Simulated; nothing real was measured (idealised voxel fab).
The process module that follows is named voxel transistor to metal.
Square cells of 5 nm make up the cross-section cut, whose width is 155 nm.
The cross-sections in this document take the form of a grid made of square cells. They are written out as bands, in order from top to bottom. Each band consists of one or more rows of cells. Quick guide to a band line: top height, bottom height (nm) up front; then every material left to right with its width in nm. Only one material and it's marked "all across"? Then it fills the band edge to edge. And "air" just means empty space. Height datum 0, below which the as-received substrate wafer is one material. Lowest band open at the bottom, running downward: "top 0, no bottom". Width "30 to 40": first value at the band's top row of cells, second value at its bottom row, equal change from row to row. It should be understood that the words "no alteration", when stated for a given step, signify that the cross-section underwent no change in any of its cells during that step. "Closed empty spaces": empty spaces of 8 cells or more with no open way to the top, each given as width x height at distance, distance from the left edge, all in nm. What comes after the settings on a step's line is commentary from the simulator itself on that step. The line of a step may include "overlay nm". On a step with a mask, this value is how far to the right of its planned place the mask lay. A negative value means the mask lay to the left.
Planned process steps
- 1: RECEIVE, material Si
- 2: CONFORMAL_DEP, material SiO2, thk nm 5
- 3: CONFORMAL_DEP, material SiN, thk nm 10
- 4: PATTERN, tone cover, mask id ACTIVE, material resist, width nm 100, thk nm 20, overlay nm 0
- 5: DIRECTIONAL_ETCH, etch materials SiN, depth nm 10
- 6: DIRECTIONAL_ETCH, etch materials SiO2, depth nm 5
- 7: DIRECTIONAL_ETCH, etch materials Si, depth nm 25
- 8: STRIP, etch materials resist
- 9: OXIDIZE, depth nm 5
- 10: FILL_DEP, material SiO2, thk nm 5
- 11: CMP, height nm 15
- 12: SELECTIVE_ETCH, etch materials SiO2, depth nm 5
- 13: STRIP, etch materials SiN
- 14: SELECTIVE_ETCH, etch materials SiO2, depth nm 5
- 15: OXIDIZE, depth nm 5
- 16: DIRECTIONAL_DEP, material polySi, thk nm 30
- 17: DIRECTIONAL_DEP, material SiCN, thk nm 15
- 18: MASKED_ETCH, tone cover, mask id GATE, width nm 20, etch materials SiCN, depth nm 25, overlay nm 0
- 19: MASKED_ETCH, tone cover, mask id GATE, width nm 20, etch materials polySi, depth nm 40, overlay nm 0
- 20: CONFORMAL_DEP, material SiN, thk nm 10
- 21: DIRECTIONAL_ETCH, etch materials SiN, depth nm 10
- 22: DIRECTIONAL_ETCH, etch materials SiO2, depth nm 5
- 23: EPI, material SiGe, thk nm 5
- 24: FILL_DEP, material SiO2, thk nm 10
- 25: CMP, height nm 45
- 26: DIRECTIONAL_DEP, material SiO2, thk nm 10
- 27: PATTERN, tone open, mask id CONTACT, material resist, width nm 15, pitch nm 65, thk nm 20, overlay nm 0
- 28: DIRECTIONAL_ETCH, etch materials SiO2, depth nm 55
- 29: STRIP, etch materials resist
- 30: CONFORMAL_DEP, material TiN, thk nm 5
- 31: FILL_DEP, material W, thk nm 5
- 32: CMP, height nm 55
- 33: DIRECTIONAL_DEP, material TiN, thk nm 5
- 34: DIRECTIONAL_DEP, material Ru, thk nm 20
- 35: PATTERN, tone cover, mask id METAL_1, material resist, width nm 15, pitch nm 65, thk nm 20, overlay nm 0
- 36: DIRECTIONAL_ETCH, etch materials Ru, depth nm 20
- 37: DIRECTIONAL_ETCH, etch materials TiN, depth nm 5
- 38: STRIP, etch materials resist
- 39: FILL_DEP, material SiO2, thk nm 10
- 40: CMP, height nm 80
- 41: CONFORMAL_DEP, material SiCN, thk nm 5
- 42: DIRECTIONAL_DEP, material lowk, thk nm 25
- 43: DIRECTIONAL_DEP, material aC, thk nm 10
- 44: PATTERN, tone open, mask id METAL_2, material resist, width nm 15, pitch nm 65, thk nm 30, overlay nm 0
- 45: DIRECTIONAL_ETCH, etch materials aC, depth nm 10
- 46: STRIP, etch materials resist
- 47: DIRECTIONAL_ETCH, etch materials lowk, depth nm 15
- 48: STRIP, etch materials aC
- 49: MASKED_ETCH, tone open, mask id METAL_2_HOLES, width nm 15, pitch nm 65, etch materials lowk, depth nm 10, overlay nm 0
- 50: MASKED_ETCH, tone open, mask id METAL_2_HOLES, width nm 15, pitch nm 65, etch materials SiCN, depth nm 5, overlay nm 0
- 51: CONFORMAL_DEP, material TiN, thk nm 5
- 52: FILL_DEP, material Cu, thk nm 10
- 53: CMP, height nm 110
- 54: CONFORMAL_DEP, material SiN, thk nm 5
Wafer as received: cross-section following step 1
	top 0, no bottom | Si all across
	Closed empty spaces: none
Final wafer profile in cross-section after the module, from the same start and plan as above, with one mistake made during processing
	top 115, bottom 110 | SiN all across
	top 110, bottom 85 | lowk=35  TiN=5  Cu=5  TiN=5  lowk=50  TiN=5  Cu=5  TiN=5  lowk=40
	top 85, bottom 80 | SiCN=35  TiN=15  SiCN=50  TiN=15  SiCN=40
	top 80, bottom 60 | SiO2=35  Ru=15  SiO2=50  Ru=15  SiO2=40
	top 60, bottom 55 | SiO2=35  TiN=15  SiO2=50  TiN=15  SiO2=40
	top 55, bottom 45 | SiO2=35  TiN=5  W=5  TiN=5  SiO2=50  TiN=5  W=5  TiN=5  SiO2=40
	top 45, bottom 35 | SiO2=35  TiN=5  W=5  TiN=5  SiO2=5  SiN=10  SiCN=20  SiN=10  SiO2=5  TiN=5  W=5  TiN=5  SiO2=40
	top 35, bottom 10 | SiO2=35  TiN=5  W=5  TiN=5  SiO2=5  SiN=10  polySi=20  SiN=10  SiO2=5  TiN=5  W=5  TiN=5  SiO2=40
	top 10, bottom 5 | SiO2=35  TiN=15  SiO2=5  SiN=10  polySi=20  SiN=10  SiO2=5  TiN=15  SiO2=40
	top 5, bottom 0 | SiO2=25  SiGe=30  SiO2=40  SiGe=30  SiO2=30
	top 0, bottom -30 | SiO2=30  Si=90  SiO2=35
	top -30, no bottom | Si all across
	Closed empty spaces: none
The mistake made against the process plan was this: contrary to the plan, steps 13 and 14 were processed in exchanged order
